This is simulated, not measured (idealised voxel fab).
process module | voxel transistor to metal
cross-section cut | 285 nm wide | cells 5 nm
A cross-section is a grid of square cells, given in bands from the top down. A band is one or more rows of cells.
Each band's line starts with the height of the band's top and of its bottom, in nm. Then come its materials from left to right, each with its width in nm. One material with "throughout" fills the band from edge to edge. "air" is empty space.
Height 0 is the level under which the wafer as received is all one material. The lowest band goes on downwards, as in "0 down".
A width such as "30 to 40" changes by the same amount from each row of cells to the next, from the band's top row to its bottom row.
"no change" after a step means that no cell of the cross-section changed.
closed voids: empty space of 8 cells or more with no open way to the top, each as width x height at its distance from the left edge, in nm
after a step's settings: what the simulator itself notes on the step
overlay nm, on a step with a mask: how far to the right of its planned place the mask lay; to the left if negative
Each pair below shows a cross-section before one step and the cross-section after it, down to the lowest band that changed. The line under each pair gives the step between them, with its settings. The pairs can come from different runs of this module on the same starting wafer, so a pair continues from the pair above only where its "before" says so.
before
  0 down: Si throughout
  closed voids: none
after
  0 to -5: SiO2 throughout
  below -5: unchanged
  closed voids: none
the step between: op OXIDIZE | depth nm 5
before: the cross-section after the pair above
after
  10 to 0: SiN throughout
  below 0: unchanged
  closed voids: none
the step between: op CONFORMAL_DEP | material SiN | thk nm 10
before: the cross-section after the pair above
after
  20 to 10: aC throughout
  below 10: unchanged
  closed voids: none
the step between: op DIRECTIONAL_DEP | material aC | thk nm 10
before: the cross-section after the pair above
after
  50 to 20: air 15 | resist 115 | air 20 | resist 115 | air 20
  below 20: unchanged
  closed voids: none
the step between: op PATTERN | tone cover | mask id ACTIVE | material resist | width nm 115 | pitch nm 135 | thk nm 30 | overlay nm 0
before: the cross-section after the pair above
after
  40 to 20: air 15 | resist 115 | air 20 | resist 115 | air 20
  20 to 10: air 15 | aC 115 | air 20 | aC 115 | air 20
  below 10: unchanged
  closed voids: none
the step between: op DIRECTIONAL_ETCH | etch materials aC | depth nm 10
before: the cross-section after the pair above
after
  20 to 10: air 15 | aC 115 | air 20 | aC 115 | air 20
  below 10: unchanged
  closed voids: none
the step between: op STRIP | etch materials resist
before: the cross-section after the pair above
after
  20 to 10: air 15 | aC 115 | air 20 | aC 115 | air 20
  10 to 0: air 15 | SiN 115 | air 20 | SiN 115 | air 20
  below 0: unchanged
  closed voids: none
the step between: op DIRECTIONAL_ETCH | etch materials SiN | depth nm 10
before: the cross-section after the pair above
after
  20 to 10: air 15 | aC 115 | air 20 | aC 115 | air 20
  10 to 0: air 15 | SiN 115 | air 20 | SiN 115 | air 20
  0 to -5: air 15 | SiO2 115 | air 20 | SiO2 115 | air 20
  below -5: unchanged
  closed voids: none
the step between: op DIRECTIONAL_ETCH | etch materials SiO2 | depth nm 5
before: the cross-section after the pair above
after
  20 to 10: air 15 | aC 115 | air 20 | aC 115 | air 20
  10 to 0: air 15 | SiN 115 | air 20 | SiN 115 | air 20
  0 to -5: air 15 | SiO2 115 | air 20 | SiO2 115 | air 20
  -5 to -40: air 15 | Si 115 | air 20 | Si 115 | air 20
  below -40: unchanged
  closed voids: none
the step between: op DIRECTIONAL_ETCH | etch materials Si | depth nm 35
before: the cross-section after the pair above
after
  10 to 0: air 15 | SiN 115 | air 20 | SiN 115 | air 20
  below 0: unchanged
  closed voids: none
the step between: op STRIP | etch materials aC
before: the cross-section after the pair above
after
  10 to 0: air 15 | SiN 115 | air 20 | SiN 115 | air 20
  0 to -5: air 15 | SiO2 115 | air 20 | SiO2 115 | air 20
  -5 to -40: air 15 | SiO2 5 | Si 105 | SiO2 5 | air 20 | SiO2 5 | Si 105 | SiO2 5 | air 20
  -40 to -45: SiO2 20 | Si 105 | SiO2 30 | Si 105 | SiO2 25
  below -45: unchanged
  closed voids: none
the step between: op OXIDIZE | depth nm 5
before: the cross-section after the pair above
after
  20 to 10: SiO2 throughout
  10 to 0: SiO2 15 | SiN 115 | SiO2 20 | SiN 115 | SiO2 20
  0 to -5: SiO2 throughout
  -5 to -45: SiO2 20 | Si 105 | SiO2 30 | Si 105 | SiO2 25
  below -45: unchanged
  closed voids: none
the step between: op FILL_DEP | material SiO2 | thk nm 10
before: the cross-section after the pair above
after
  10 to 0: SiO2 15 | SiN 115 | SiO2 20 | SiN 115 | SiO2 20
  below 0: unchanged
  closed voids: none
the step between: op CMP | height nm 10
before: the cross-section after the pair above
after
  10 to 5: air 15 | SiN 115 | air 20 | SiN 115 | air 20
  below 5: unchanged
  closed voids: none
the step between: op SELECTIVE_ETCH | etch materials SiO2 | depth nm 5
before: the cross-section after the pair above
after
  5 to 0: SiO2 15 | air 115 | SiO2 20 | air 115 | SiO2 20
  below 0: unchanged
  closed voids: none
the step between: op STRIP | etch materials SiN
before: the cross-section after the pair above
after
  0 to -5: SiO2 10 | air 125 | SiO2 10 | air 125 | SiO2 15
  below -5: unchanged
  closed voids: none
the step between: op SELECTIVE_ETCH | etch materials SiO2 | depth nm 5
before: the cross-section after the pair above
after
  0 to -5: SiO2 10 | air 125 | SiO2 10 | air 125 | SiO2 15
  -5 to -10: SiO2 throughout
  below -10: unchanged
  closed voids: none
the step between: op OXIDIZE | depth nm 5
before: the cross-section after the pair above
after
  20 to 15: polySi 10 | air 125 | polySi 10 | air 125 | polySi 15
  15 to 0: polySi throughout
  0 to -5: SiO2 10 | polySi 125 | SiO2 10 | polySi 125 | SiO2 15
  below -5: unchanged
  closed voids: none
the step between: op DIRECTIONAL_DEP | material polySi | thk nm 20
before: the cross-section after the pair above
after
  30 to 25: SiCN 10 | air 125 | SiCN 10 | air 125 | SiCN 15
  25 to 20: SiCN throughout
  20 to 15: polySi 10 | SiCN 125 | polySi 10 | SiCN 125 | polySi 15
  below 15: unchanged
  closed voids: none
the step between: op DIRECTIONAL_DEP | material SiCN | thk nm 10
before: the cross-section after the pair above
after
  25 to 20: air 55 | SiCN 35 | air 100 | SiCN 35 | air 60
  20 to 15: polySi 10 | air 45 | SiCN 35 | air 45 | polySi 10 | air 45 | SiCN 35 | air 45 | polySi 15
  below 15: unchanged
  closed voids: none
the step between: op MASKED_ETCH | tone cover | mask id GATE | width nm 35 | pitch nm 135 | etch materials SiCN | depth nm 20 | overlay nm 0
before: the cross-section after the pair above
after
  25 to 15: air 55 | SiCN 35 | air 100 | SiCN 35 | air 60
  15 to 0: air 55 | polySi 35 | air 100 | polySi 35 | air 60
  0 to -5: SiO2 10 | air 45 | polySi 35 | air 45 | SiO2 10 | air 45 | polySi 35 | air 45 | SiO2 15
  below -5: unchanged
  closed voids: none
the step between: op MASKED_ETCH | tone cover | mask id GATE | width nm 35 | pitch nm 135 | etch materials polySi | depth nm 30 | overlay nm 0
before: the cross-section after the pair above
after
  35 to 25: air 45 | SiN 55 | air 80 | SiN 55 | air 50
  25 to 15: air 45 | SiN 10 | SiCN 35 | SiN 10 | air 80 | SiN 10 | SiCN 35 | SiN 10 | air 50
  15 to 10: air 45 | SiN 10 | polySi 35 | SiN 10 | air 80 | SiN 10 | polySi 35 | SiN 10 | air 50
  10 to 5: SiN 20 | air 25 | SiN 10 | polySi 35 | SiN 10 | air 25 | SiN 30 | air 25 | SiN 10 | polySi 35 | SiN 10 | air 25 | SiN 25
  5 to 0: SiN 55 | polySi 35 | SiN 100 | polySi 35 | SiN 60
  0 to -5: SiO2 10 | SiN 45 | polySi 35 | SiN 45 | SiO2 10 | SiN 45 | polySi 35 | SiN 45 | SiO2 15
  below -5: unchanged
  closed voids: none
the step between: op CONFORMAL_DEP | material SiN | thk nm 10
before: the cross-section after the pair above
after
  25 to 15: air 45 | SiN 10 | SiCN 35 | SiN 10 | air 80 | SiN 10 | SiCN 35 | SiN 10 | air 50
  15 to 0: air 45 | SiN 10 | polySi 35 | SiN 10 | air 80 | SiN 10 | polySi 35 | SiN 10 | air 50
  0 to -5: SiO2 10 | SiN 10 | air 25 | SiN 10 | polySi 35 | SiN 10 | air 25 | SiN 10 | SiO2 10 | SiN 10 | air 25 | SiN 10 | polySi 35 | SiN 10 | air 25 | SiN 10 | SiO2 15
  below -5: unchanged
  closed voids: none
the step between: op DIRECTIONAL_ETCH | etch materials SiN | depth nm 10
before: the cross-section after the pair above
after
  25 to 15: air 45 | SiN 10 | SiCN 35 | SiN 10 | air 80 | SiN 10 | SiCN 35 | SiN 10 | air 50
  15 to 0: air 45 | SiN 10 | polySi 35 | SiN 10 | air 80 | SiN 10 | polySi 35 | SiN 10 | air 50
  0 to -5: air 10 | SiN 10 | air 25 | SiN 10 | polySi 35 | SiN 10 | air 25 | SiN 10 | air 10 | SiN 10 | air 25 | SiN 10 | polySi 35 | SiN 10 | air 25 | SiN 10 | air 15
  -5 to -10: SiO2 20 | air 25 | SiO2 55 | air 25 | SiO2 30 | air 25 | SiO2 55 | air 25 | SiO2 25
  below -10: unchanged
  closed voids: none
the step between: op DIRECTIONAL_ETCH | etch materials SiO2 | depth nm 5
before: the cross-section after the pair above
after
  25 to 15: air 45 | SiN 10 | SiCN 35 | SiN 10 | air 80 | SiN 10 | SiCN 35 | SiN 10 | air 50
  15 to 0: air 45 | SiN 10 | polySi 35 | SiN 10 | air 80 | SiN 10 | polySi 35 | SiN 10 | air 50
  0 to -5: air 10 | SiN 10 | air 25 | SiN 10 | polySi 35 | SiN 10 | air 25 | SiN 10 | air 10 | SiN 10 | air 25 | SiN 10 | polySi 35 | SiN 10 | air 25 | SiN 10 | air 15
  -5 to -10: SiO2 20 | SiGe 25 | SiO2 55 | SiGe 25 | SiO2 30 | SiGe 25 | SiO2 55 | SiGe 25 | SiO2 25
  below -10: unchanged
  closed voids: none
the step between: op EPI | material SiGe | thk nm 5
before: the cross-section after the pair above
after
  30 to 25: SiO2 throughout
  25 to 15: SiO2 45 | SiN 10 | SiCN 35 | SiN 10 | SiO2 80 | SiN 10 | SiCN 35 | SiN 10 | SiO2 50
  15 to 0: SiO2 45 | SiN 10 | polySi 35 | SiN 10 | SiO2 80 | SiN 10 | polySi 35 | SiN 10 | SiO2 50
  0 to -5: SiO2 10 | SiN 10 | SiO2 25 | SiN 10 | polySi 35 | SiN 10 | SiO2 25 | SiN 10 | SiO2 10 | SiN 10 | SiO2 25 | SiN 10 | polySi 35 | SiN 10 | SiO2 25 | SiN 10 | SiO2 15
  below -5: unchanged
  closed voids: none
the step between: op FILL_DEP | material SiO2 | thk nm 5
before: the cross-section after the pair above
after
  15 to 0: SiO2 45 | SiN 10 | polySi 35 | SiN 10 | SiO2 80 | SiN 10 | polySi 35 | SiN 10 | SiO2 50
  below 0: unchanged
  closed voids: none
the step between: op CMP | height nm 15
before: the cross-section after the pair above
after
  15 to 0: SiO2 45 | SiN 10 | air 35 | SiN 10 | SiO2 80 | SiN 10 | air 35 | SiN 10 | SiO2 50
  0 to -5: SiO2 10 | SiN 10 | SiO2 25 | SiN 10 | air 35 | SiN 10 | SiO2 25 | SiN 10 | SiO2 10 | SiN 10 | SiO2 25 | SiN 10 | air 35 | SiN 10 | SiO2 25 | SiN 10 | SiO2 15
  below -5: unchanged
  closed voids: none
the step between: op STRIP | etch materials polySi
before: the cross-section after the pair above
after
  15 to 10: air 45 | SiN 10 | air 35 | SiN 10 | air 80 | SiN 10 | air 35 | SiN 10 | air 50
  10 to 0: SiO2 45 | SiN 10 | air 35 | SiN 10 | SiO2 80 | SiN 10 | air 35 | SiN 10 | SiO2 50
  0 to -5: SiO2 10 | SiN 10 | SiO2 25 | SiN 10 | air 35 | SiN 10 | SiO2 25 | SiN 10 | SiO2 10 | SiN 10 | SiO2 25 | SiN 10 | air 35 | SiN 10 | SiO2 25 | SiN 10 | SiO2 15
  -5 to -10: SiO2 20 | SiGe 25 | SiO2 5 | air 45 | SiO2 5 | SiGe 25 | SiO2 30 | SiGe 25 | SiO2 5 | air 45 | SiO2 5 | SiGe 25 | SiO2 25
  below -10: unchanged
  closed voids: none
the step between: op SELECTIVE_ETCH | etch materials SiO2 | depth nm 5
before: the cross-section after the pair above
after
  20 to 15: air 40 | HfO2 20 | air 25 | HfO2 20 | air 70 | HfO2 20 | air 25 | HfO2 20 | air 45
  15 to 10: HfO2 45 | SiN 10 | HfO2 5 | air 25 | HfO2 5 | SiN 10 | HfO2 80 | SiN 10 | HfO2 5 | air 25 | HfO2 5 | SiN 10 | HfO2 50
  10 to 0: SiO2 45 | SiN 10 | HfO2 5 | air 25 | HfO2 5 | SiN 10 | SiO2 80 | SiN 10 | HfO2 5 | air 25 | HfO2 5 | SiN 10 | SiO2 50
  0 to -5: SiO2 10 | SiN 10 | SiO2 25 | SiN 10 | HfO2 5 | air 25 | HfO2 5 | SiN 10 | SiO2 25 | SiN 10 | SiO2 10 | SiN 10 | SiO2 25 | SiN 10 | HfO2 5 | air 25 | HfO2 5 | SiN 10 | SiO2 25 | SiN 10 | SiO2 15
  -5 to -10: SiO2 20 | SiGe 25 | SiO2 5 | HfO2 45 | SiO2 5 | SiGe 25 | SiO2 30 | SiGe 25 | SiO2 5 | HfO2 45 | SiO2 5 | SiGe 25 | SiO2 25
  below -10: unchanged
  closed voids: none
the step between: op CONFORMAL_DEP | material HfO2 | thk nm 5
before: the cross-section after the pair above
after
  25 to 20: air 35 | TiN 30 | air 15 | TiN 30 | air 60 | TiN 30 | air 15 | TiN 30 | air 40
  20 to 15: TiN 40 | HfO2 20 | TiN 5 | air 15 | TiN 5 | HfO2 20 | TiN 70 | HfO2 20 | TiN 5 | air 15 | TiN 5 | HfO2 20 | TiN 45
  15 to 10: HfO2 45 | SiN 10 | HfO2 5 | TiN 5 | air 15 | TiN 5 | HfO2 5 | SiN 10 | HfO2 80 | SiN 10 | HfO2 5 | TiN 5 | air 15 | TiN 5 | HfO2 5 | SiN 10 | HfO2 50
  10 to 0: SiO2 45 | SiN 10 | HfO2 5 | TiN 5 | air 15 | TiN 5 | HfO2 5 | SiN 10 | SiO2 80 | SiN 10 | HfO2 5 | TiN 5 | air 15 | TiN 5 | HfO2 5 | SiN 10 | SiO2 50
  0 to -5: SiO2 10 | SiN 10 | SiO2 25 | SiN 10 | HfO2 5 | TiN 25 | HfO2 5 | SiN 10 | SiO2 25 | SiN 10 | SiO2 10 | SiN 10 | SiO2 25 | SiN 10 | HfO2 5 | TiN 25 | HfO2 5 | SiN 10 | SiO2 25 | SiN 10 | SiO2 15
  below -5: unchanged
  closed voids: none
the step between: op CONFORMAL_DEP | material TiN | thk nm 5
before: the cross-section after the pair above
after
  30 to 25: W throughout
  25 to 20: W 35 | TiN 30 | W 15 | TiN 30 | W 60 | TiN 30 | W 15 | TiN 30 | W 40
  20 to 15: TiN 40 | HfO2 20 | TiN 5 | W 15 | TiN 5 | HfO2 20 | TiN 70 | HfO2 20 | TiN 5 | W 15 | TiN 5 | HfO2 20 | TiN 45
  15 to 10: HfO2 45 | SiN 10 | HfO2 5 | TiN 5 | W 15 | TiN 5 | HfO2 5 | SiN 10 | HfO2 80 | SiN 10 | HfO2 5 | TiN 5 | W 15 | TiN 5 | HfO2 5 | SiN 10 | HfO2 50
  10 to 0: SiO2 45 | SiN 10 | HfO2 5 | TiN 5 | W 15 | TiN 5 | HfO2 5 | SiN 10 | SiO2 80 | SiN 10 | HfO2 5 | TiN 5 | W 15 | TiN 5 | HfO2 5 | SiN 10 | SiO2 50
  below 0: unchanged
  closed voids: none
the step between: op FILL_DEP | material W | thk nm 5
before: the cross-section after the pair above
after
  10 to 0: SiO2 45 | SiN 10 | HfO2 5 | TiN 5 | W 15 | TiN 5 | HfO2 5 | SiN 10 | SiO2 80 | SiN 10 | HfO2 5 | TiN 5 | W 15 | TiN 5 | HfO2 5 | SiN 10 | SiO2 50
  below 0: unchanged
  closed voids: none
the step between: op CMP | height nm 10
before: the cross-section after the pair above
after
  20 to 10: SiO2 throughout
  below 10: unchanged
  closed voids: none
the step between: op DIRECTIONAL_DEP | material SiO2 | thk nm 10
before: the cross-section after the pair above
after
  35 to 20: aC throughout
  below 20: unchanged
  closed voids: none
the step between: op DIRECTIONAL_DEP | material aC | thk nm 15
before: the cross-section after the pair above
after
  65 to 35: resist 25 | air 15 | resist 65 | air 15 | resist 40 | air 15 | resist 65 | air 15 | resist 30
  below 35: unchanged
  closed voids: none
the step between: op PATTERN | tone open | mask id CONTACT | material resist | width nm 15 | thk nm 30 | overlay nm 0
before: the cross-section after the pair above
after
  50 to 35: resist 25 | air 15 | resist 65 | air 15 | resist 40 | air 15 | resist 65 | air 15 | resist 30
  35 to 20: aC 25 | air 15 | aC 65 | air 15 | aC 40 | air 15 | aC 65 | air 15 | aC 30
  below 20: unchanged
  closed voids: none
the step between: op DIRECTIONAL_ETCH | etch materials aC | depth nm 15
before: the cross-section after the pair above
after
  35 to 20: aC 25 | air 15 | aC 65 | air 15 | aC 40 | air 15 | aC 65 | air 15 | aC 30
  below 20: unchanged
  closed voids: none
the step between: op STRIP | etch materials resist
before: the cross-section after the pair above
after
  35 to 20: aC 25 | air 15 | aC 65 | air 15 | aC 40 | air 15 | aC 65 | air 15 | aC 30
  20 to 10: SiO2 25 | air 15 | SiO2 65 | air 15 | SiO2 40 | air 15 | SiO2 65 | air 15 | SiO2 30
  10 to 0: SiO2 25 | air 15 | SiO2 5 | SiN 10 | HfO2 5 | TiN 5 | W 15 | TiN 5 | HfO2 5 | SiN 10 | SiO2 5 | air 15 | SiO2 40 | air 15 | SiO2 5 | SiN 10 | HfO2 5 | TiN 5 | W 15 | TiN 5 | HfO2 5 | SiN 10 | SiO2 5 | air 15 | SiO2 30
  0 to -5: SiO2 10 | SiN 10 | SiO2 5 | air 15 | SiO2 5 | SiN 10 | HfO2 5 | TiN 25 | HfO2 5 | SiN 10 | SiO2 5 | air 15 | SiO2 5 | SiN 10 | SiO2 10 | SiN 10 | SiO2 5 | air 15 | SiO2 5 | SiN 10 | HfO2 5 | TiN 25 | HfO2 5 | SiN 10 | SiO2 5 | air 15 | SiO2 5 | SiN 10 | SiO2 15
  below -5: unchanged
  closed voids: none
the step between: op DIRECTIONAL_ETCH | etch materials SiO2 | depth nm 25
before: the cross-section after the pair above
after
  20 to 10: SiO2 25 | air 15 | SiO2 65 | air 15 | SiO2 40 | air 15 | SiO2 65 | air 15 | SiO2 30
  below 10: unchanged
  closed voids: none
the step between: op STRIP | etch materials aC
before: the cross-section after the pair above
after
  25 to 20: TiN 30 | air 5 | TiN 75 | air 5 | TiN 50 | air 5 | TiN 75 | air 5 | TiN 35
  20 to 10: SiO2 25 | TiN 5 | air 5 | TiN 5 | SiO2 65 | TiN 5 | air 5 | TiN 5 | SiO2 40 | TiN 5 | air 5 | TiN 5 | SiO2 65 | TiN 5 | air 5 | TiN 5 | SiO2 30
  10 to 0: SiO2 25 | TiN 5 | air 5 | TiN 5 | SiO2 5 | SiN 10 | HfO2 5 | TiN 5 | W 15 | TiN 5 | HfO2 5 | SiN 10 | SiO2 5 | TiN 5 | air 5 | TiN 5 | SiO2 40 | TiN 5 | air 5 | TiN 5 | SiO2 5 | SiN 10 | HfO2 5 | TiN 5 | W 15 | TiN 5 | HfO2 5 | SiN 10 | SiO2 5 | TiN 5 | air 5 | TiN 5 | SiO2 30
  0 to -5: SiO2 10 | SiN 10 | SiO2 5 | TiN 15 | SiO2 5 | SiN 10 | HfO2 5 | TiN 25 | HfO2 5 | SiN 10 | SiO2 5 | TiN 15 | SiO2 5 | SiN 10 | SiO2 10 | SiN 10 | SiO2 5 | TiN 15 | SiO2 5 | SiN 10 | HfO2 5 | TiN 25 | HfO2 5 | SiN 10 | SiO2 5 | TiN 15 | SiO2 5 | SiN 10 | SiO2 15
  below -5: unchanged
  closed voids: none
the step between: op CONFORMAL_DEP | material TiN | thk nm 5
before: the cross-section after the pair above
after
  35 to 25: W throughout
  25 to 20: TiN 30 | W 5 | TiN 75 | W 5 | TiN 50 | W 5 | TiN 75 | W 5 | TiN 35
  20 to 10: SiO2 25 | TiN 5 | W 5 | TiN 5 | SiO2 65 | TiN 5 | W 5 | TiN 5 | SiO2 40 | TiN 5 | W 5 | TiN 5 | SiO2 65 | TiN 5 | W 5 | TiN 5 | SiO2 30
  10 to 0: SiO2 25 | TiN 5 | W 5 | TiN 5 | SiO2 5 | SiN 10 | HfO2 5 | TiN 5 | W 15 | TiN 5 | HfO2 5 | SiN 10 | SiO2 5 | TiN 5 | W 5 | TiN 5 | SiO2 40 | TiN 5 | W 5 | TiN 5 | SiO2 5 | SiN 10 | HfO2 5 | TiN 5 | W 15 | TiN 5 | HfO2 5 | SiN 10 | SiO2 5 | TiN 5 | W 5 | TiN 5 | SiO2 30
  below 0: unchanged
  closed voids: none
the step between: op FILL_DEP | material W | thk nm 10
before: the cross-section after the pair above
after
  20 to 10: SiO2 25 | TiN 5 | W 5 | TiN 5 | SiO2 65 | TiN 5 | W 5 | TiN 5 | SiO2 40 | TiN 5 | W 5 | TiN 5 | SiO2 65 | TiN 5 | W 5 | TiN 5 | SiO2 30
  below 10: unchanged
  closed voids: none
the step between: op CMP | height nm 20
before: the cross-section after the pair above
after
  25 to 20: SiN throughout
  below 20: unchanged
  closed voids: none
the step between: op CONFORMAL_DEP | material SiN | thk nm 5
before: the cross-section after the pair above
after
  45 to 25: lowk throughout
  below 25: unchanged
  closed voids: none
the step between: op DIRECTIONAL_DEP | material lowk | thk nm 20
before: the cross-section after the pair above
after
  60 to 45: resist 25 | air 15 | resist 65 | air 15 | resist 40 | air 15 | resist 65 | air 15 | resist 30
  below 45: unchanged
  closed voids: none
the step between: op PATTERN | tone open | mask id METAL_1 | material resist | width nm 15 | thk nm 15 | overlay nm 0
before: the cross-section after the pair above
after
  60 to 45: resist 25 | air 15 | resist 65 | air 15 | resist 40 | air 15 | resist 65 | air 15 | resist 30
  45 to 25: lowk 25 | air 15 | lowk 65 | air 15 | lowk 40 | air 15 | lowk 65 | air 15 | lowk 30
  below 25: unchanged
  closed voids: none
the step between: op DIRECTIONAL_ETCH | etch materials lowk | depth nm 20
before: the cross-section after the pair above
after
  60 to 45: resist 25 | air 15 | resist 65 | air 15 | resist 40 | air 15 | resist 65 | air 15 | resist 30
  45 to 25: lowk 25 | air 15 | lowk 65 | air 15 | lowk 40 | air 15 | lowk 65 | air 15 | lowk 30
  25 to 20: SiN 25 | air 15 | SiN 65 | air 15 | SiN 40 | air 15 | SiN 65 | air 15 | SiN 30
  below 20: unchanged
  closed voids: none
the step between: op DIRECTIONAL_ETCH | etch materials SiN | depth nm 5
before: the cross-section after the pair above
after
  45 to 25: lowk 25 | air 15 | lowk 65 | air 15 | lowk 40 | air 15 | lowk 65 | air 15 | lowk 30
  below 25: unchanged
  closed voids: none
the step between: op STRIP | etch materials resist
before: the cross-section after the pair above
after
  50 to 45: TiN 30 | air 5 | TiN 75 | air 5 | TiN 50 | air 5 | TiN 75 | air 5 | TiN 35
  45 to 25: lowk 25 | TiN 5 | air 5 | TiN 5 | lowk 65 | TiN 5 | air 5 | TiN 5 | lowk 40 | TiN 5 | air 5 | TiN 5 | lowk 65 | TiN 5 | air 5 | TiN 5 | lowk 30
  25 to 20: SiN 25 | TiN 15 | SiN 65 | TiN 15 | SiN 40 | TiN 15 | SiN 65 | TiN 15 | SiN 30
  below 20: unchanged
  closed voids: none
the step between: op CONFORMAL_DEP | material TiN | thk nm 5
before: the cross-section after the pair above
after
  55 to 50: Cu throughout
  50 to 45: TiN 30 | Cu 5 | TiN 75 | Cu 5 | TiN 50 | Cu 5 | TiN 75 | Cu 5 | TiN 35
  45 to 25: lowk 25 | TiN 5 | Cu 5 | TiN 5 | lowk 65 | TiN 5 | Cu 5 | TiN 5 | lowk 40 | TiN 5 | Cu 5 | TiN 5 | lowk 65 | TiN 5 | Cu 5 | TiN 5 | lowk 30
  below 25: unchanged
  closed voids: none
the step between: op FILL_DEP | material Cu | thk nm 5
before: the cross-section after the pair above
after
  45 to 25: lowk 25 | TiN 5 | Cu 5 | TiN 5 | lowk 65 | TiN 5 | Cu 5 | TiN 5 | lowk 40 | TiN 5 | Cu 5 | TiN 5 | lowk 65 | TiN 5 | Cu 5 | TiN 5 | lowk 30
  below 25: unchanged
  closed voids: none
the step between: op CMP | height nm 45
before: the cross-section after the pair above
after
  50 to 45: air 20 | Ru 25 | air 55 | Ru 25 | air 30 | Ru 25 | air 55 | Ru 25 | air 25
  below 45: unchanged
  closed voids: none
the step between: op EPI | material Ru | thk nm 5
before: the cross-section after the pair above
after
  55 to 50: SiCN throughout
  50 to 45: SiCN 20 | Ru 25 | SiCN 55 | Ru 25 | SiCN 30 | Ru 25 | SiCN 55 | Ru 25 | SiCN 25
  below 45: unchanged
  closed voids: none
the step between: op FILL_DEP | material SiCN | thk nm 5
before
  15 to 10: air 45 | SiN 10 | air 35 | SiN 10 | air 80 | SiN 10 | air 35 | SiN 10 | air 50
  10 to 0: SiO2 45 | SiN 10 | air 35 | SiN 10 | SiO2 80 | SiN 10 | air 35 | SiN 10 | SiO2 50
  0 to -5: SiO2 10 | SiN 10 | SiO2 25 | SiN 10 | air 35 | SiN 10 | SiO2 25 | SiN 10 | SiO2 10 | SiN 10 | SiO2 25 | SiN 10 | air 35 | SiN 10 | SiO2 25 | SiN 10 | SiO2 15
  -5 to -10: SiO2 20 | SiGe 25 | SiO2 5 | air 45 | SiO2 5 | SiGe 25 | SiO2 30 | SiGe 25 | SiO2 5 | air 45 | SiO2 5 | SiGe 25 | SiO2 25
  -10 to -45: SiO2 20 | Si 105 | SiO2 30 | Si 105 | SiO2 25
  -45 down: Si throughout
  closed voids: none
after
  20 to 15: air 40 | TiN 20 | air 25 | TiN 20 | air 70 | TiN 20 | air 25 | TiN 20 | air 45
  15 to 10: TiN 45 | SiN 10 | TiN 5 | air 25 | TiN 5 | SiN 10 | TiN 80 | SiN 10 | TiN 5 | air 25 | TiN 5 | SiN 10 | TiN 50
  10 to 0: SiO2 45 | SiN 10 | TiN 5 | air 25 | TiN 5 | SiN 10 | SiO2 80 | SiN 10 | TiN 5 | air 25 | TiN 5 | SiN 10 | SiO2 50
  0 to -5: SiO2 10 | SiN 10 | SiO2 25 | SiN 10 | TiN 5 | air 25 | TiN 5 | SiN 10 | SiO2 25 | SiN 10 | SiO2 10 | SiN 10 | SiO2 25 | SiN 10 | TiN 5 | air 25 | TiN 5 | SiN 10 | SiO2 25 | SiN 10 | SiO2 15
  -5 to -10: SiO2 20 | SiGe 25 | SiO2 5 | TiN 45 | SiO2 5 | SiGe 25 | SiO2 30 | SiGe 25 | SiO2 5 | TiN 45 | SiO2 5 | SiGe 25 | SiO2 25
  below -10: unchanged
  closed voids: none
the step between: op CONFORMAL_DEP | material TiN | thk nm 5
before: the cross-section after the pair above
after
  25 to 20: W throughout
  20 to 15: W 40 | TiN 20 | W 25 | TiN 20 | W 70 | TiN 20 | W 25 | TiN 20 | W 45
  15 to 10: TiN 45 | SiN 10 | TiN 5 | W 25 | TiN 5 | SiN 10 | TiN 80 | SiN 10 | TiN 5 | W 25 | TiN 5 | SiN 10 | TiN 50
  10 to 0: SiO2 45 | SiN 10 | TiN 5 | W 25 | TiN 5 | SiN 10 | SiO2 80 | SiN 10 | TiN 5 | W 25 | TiN 5 | SiN 10 | SiO2 50
  0 to -5: SiO2 10 | SiN 10 | SiO2 25 | SiN 10 | TiN 5 | W 25 | TiN 5 | SiN 10 | SiO2 25 | SiN 10 | SiO2 10 | SiN 10 | SiO2 25 | SiN 10 | TiN 5 | W 25 | TiN 5 | SiN 10 | SiO2 25 | SiN 10 | SiO2 15
  below -5: unchanged
  closed voids: none
the step between: op FILL_DEP | material W | thk nm 5
before: the cross-section after the pair above
after
  10 to 0: SiO2 45 | SiN 10 | TiN 5 | W 25 | TiN 5 | SiN 10 | SiO2 80 | SiN 10 | TiN 5 | W 25 | TiN 5 | SiN 10 | SiO2 50
  below 0: unchanged
  closed voids: none
the step between: op CMP | height nm 10
before: the cross-section after the pair above
after
  20 to 10: SiO2 throughout
  below 10: unchanged
  closed voids: none
the step between: op DIRECTIONAL_DEP | material SiO2 | thk nm 10
before: the cross-section after the pair above
after
  35 to 20: aC throughout
  below 20: unchanged
  closed voids: none
the step between: op DIRECTIONAL_DEP | material aC | thk nm 15
before: the cross-section after the pair above
after
  65 to 35: resist 25 | air 15 | resist 65 | air 15 | resist 40 | air 15 | resist 65 | air 15 | resist 30
  below 35: unchanged
  closed voids: none
the step between: op PATTERN | tone open | mask id CONTACT | material resist | width nm 15 | thk nm 30 | overlay nm 0
before: the cross-section after the pair above
after
  50 to 35: resist 25 | air 15 | resist 65 | air 15 | resist 40 | air 15 | resist 65 | air 15 | resist 30
  35 to 20: aC 25 | air 15 | aC 65 | air 15 | aC 40 | air 15 | aC 65 | air 15 | aC 30
  below 20: unchanged
  closed voids: none
the step between: op DIRECTIONAL_ETCH | etch materials aC | depth nm 15
before: the cross-section after the pair above
after
  35 to 20: aC 25 | air 15 | aC 65 | air 15 | aC 40 | air 15 | aC 65 | air 15 | aC 30
  below 20: unchanged
  closed voids: none
the step between: op STRIP | etch materials resist
before: the cross-section after the pair above
after
  35 to 20: aC 25 | air 15 | aC 65 | air 15 | aC 40 | air 15 | aC 65 | air 15 | aC 30
  20 to 10: SiO2 25 | air 15 | SiO2 65 | air 15 | SiO2 40 | air 15 | SiO2 65 | air 15 | SiO2 30
  10 to 0: SiO2 25 | air 15 | SiO2 5 | SiN 10 | TiN 5 | W 25 | TiN 5 | SiN 10 | SiO2 5 | air 15 | SiO2 40 | air 15 | SiO2 5 | SiN 10 | TiN 5 | W 25 | TiN 5 | SiN 10 | SiO2 5 | air 15 | SiO2 30
  0 to -5: SiO2 10 | SiN 10 | SiO2 5 | air 15 | SiO2 5 | SiN 10 | TiN 5 | W 25 | TiN 5 | SiN 10 | SiO2 5 | air 15 | SiO2 5 | SiN 10 | SiO2 10 | SiN 10 | SiO2 5 | air 15 | SiO2 5 | SiN 10 | TiN 5 | W 25 | TiN 5 | SiN 10 | SiO2 5 | air 15 | SiO2 5 | SiN 10 | SiO2 15
  below -5: unchanged
  closed voids: none
the step between: op DIRECTIONAL_ETCH | etch materials SiO2 | depth nm 25
before: the cross-section after the pair above
after
  20 to 10: SiO2 25 | air 15 | SiO2 65 | air 15 | SiO2 40 | air 15 | SiO2 65 | air 15 | SiO2 30
  below 10: unchanged
  closed voids: none
the step between: op STRIP | etch materials aC
